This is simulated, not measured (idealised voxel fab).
Herein follows the process module entitled voxel gate over fins.
Section shown: cut. Width: 220 nm. Cell size: 5 nm, square.
Cross-sections here: square-cell grids, written as top-down lists of bands, a band being one or more rows of cells. What a band's entry tells you: where the top is and where the bottom is, as heights in nm, and after that what lies inside, material by material from left to right, each with its width in nm. Empty space is written as the word "blank", and a single material marked with the word "full width" occupies the band from edge to edge. All heights in this document are referenced to 0, defined as the level beneath which the wafer, as received, consists entirely of one material. The lowest band is not bounded below; it extends indefinitely downward and is written in the form "0..down". Top row gets the first number, bottom row gets the second, and each row in between changes by the same step: that is how a band width like "30 to 40" works. For the purposes of this document, the phrase "remained the same" attached to a step denotes that no cell within the cross-section was modified by that step. If an empty space has no open way to the top and is at least 8 cells in size, "Closed void inventory" lists it, written width x height at distance, where distance is measured from the left edge and every value is in nm. Whatever follows a step's settings on its line is a remark the simulator itself makes about that step. You can add "overlay nm" to a step's line. For a step with a mask, it describes how far the mask lay to the right of its planned position, and a negative number describes a lay to the left.

## Intended process steps
- 1: RECEIVE | material Si
- 2: CONFORMAL_DEP | material SiN | thk nm 5
- 3: DIRECTIONAL_DEP | material aC | thk nm 5
- 4: PATTERN | tone cover | mask id FINS | material resist | width nm 15 | pitch nm 45 | thk nm 30 | overlay nm 0
- 5: DIRECTIONAL_ETCH | etch materials aC | depth nm 15
- 6: STRIP | etch materials resist
- 7: DIRECTIONAL_ETCH | etch materials SiN | depth nm 5
- 8: DIRECTIONAL_ETCH | etch materials Si | depth nm 40
- 9: STRIP | etch materials aC
- 10: OXIDIZE | depth nm 5
- 11: FILL_DEP | material SiO2 | thk nm 10
- 12: CMP | height nm 5
- 13: SELECTIVE_ETCH | etch materials SiO2 | depth nm 20
- 14: STRIP | etch materials SiN
- 15: CONFORMAL_DEP | material HfO2 | thk nm 5
- 16: CONFORMAL_DEP | material TiN | thk nm 5
- 17: FILL_DEP | material W | thk nm 15
- 18: CMP | height nm 20
- 19: CONFORMAL_DEP | material SiCN | thk nm 5
Among the wafers covered here, the point of difference is the thk nm at step 3; their starting state is shared, and the plan presents the value of the first wafer.

## Cross-section of the first of several received wafers, showing its state after step 1
0..down  Si full width
Closed void inventory: none

## The figure below presents a cross-section of the first of several wafers at the conclusion of the module, following its last step, step 19
25..20  SiCN full width
20..10  W full width
10..5  W (50)  TiN (25)  W (20)  TiN (25)  W (20)  TiN (25)  W (55)
5..0  W (50)  TiN (5)  HfO2 (15)  TiN (5)  W (20)  TiN (5)  HfO2 (15)  TiN (5)  W (20)  TiN (5)  HfO2 (15)  TiN (5)  W (55)
0..-5  W (50)  TiN (5)  HfO2 (5)  Si (5)  HfO2 (5)  TiN (5)  W (20)  TiN (5)  HfO2 (5)  Si (5)  HfO2 (5)  TiN (5)  W (20)  TiN (5)  HfO2 (5)  Si (5)  HfO2 (5)  TiN (5)  W (55)
-5..-10  TiN (55)  HfO2 (5)  Si (5)  HfO2 (5)  TiN (30)  HfO2 (5)  Si (5)  HfO2 (5)  TiN (30)  HfO2 (5)  Si (5)  HfO2 (5)  TiN (60)
-10..-15  HfO2 (60)  Si (5)  HfO2 (40)  Si (5)  HfO2 (40)  Si (5)  HfO2 (65)
-15..-45  SiO2 (60)  Si (5)  SiO2 (40)  Si (5)  SiO2 (40)  Si (5)  SiO2 (65)
-45..down  Si full width
Closed void inventory: none

## last wafer at the end
25..20  SiCN full width
20..10  W full width
10..5  TiN full width
5..0  HfO2 full width
0..down  Si full width
Closed void inventory: none

## For your reference, the table is organized with a row per wafer; each row reflects the wafer at the end of the module, indicating for each material the cells gained (+) or lost (-) since receipt, and thereafter its closed voids
thk nm 5; +62 HfO2; -369 Si; +44 SiCN; +246 SiO2; +62 TiN; +175 W; Closed void inventory: none
thk nm 10; +62 HfO2; -369 Si; +44 SiCN; +246 SiO2; +62 TiN; +175 W; Closed void inventory: none
thk nm 15; +62 HfO2; -369 Si; +44 SiCN; +246 SiO2; +62 TiN; +175 W; Closed void inventory: none
thk nm 20; +44 HfO2; +44 SiCN; +44 TiN; +88 W; Closed void inventory: none
thk nm 25; +44 HfO2; +44 SiCN; +44 TiN; +88 W; Closed void inventory: none
thk nm 30; +44 HfO2; +44 SiCN; +44 TiN; +88 W; Closed void inventory: none
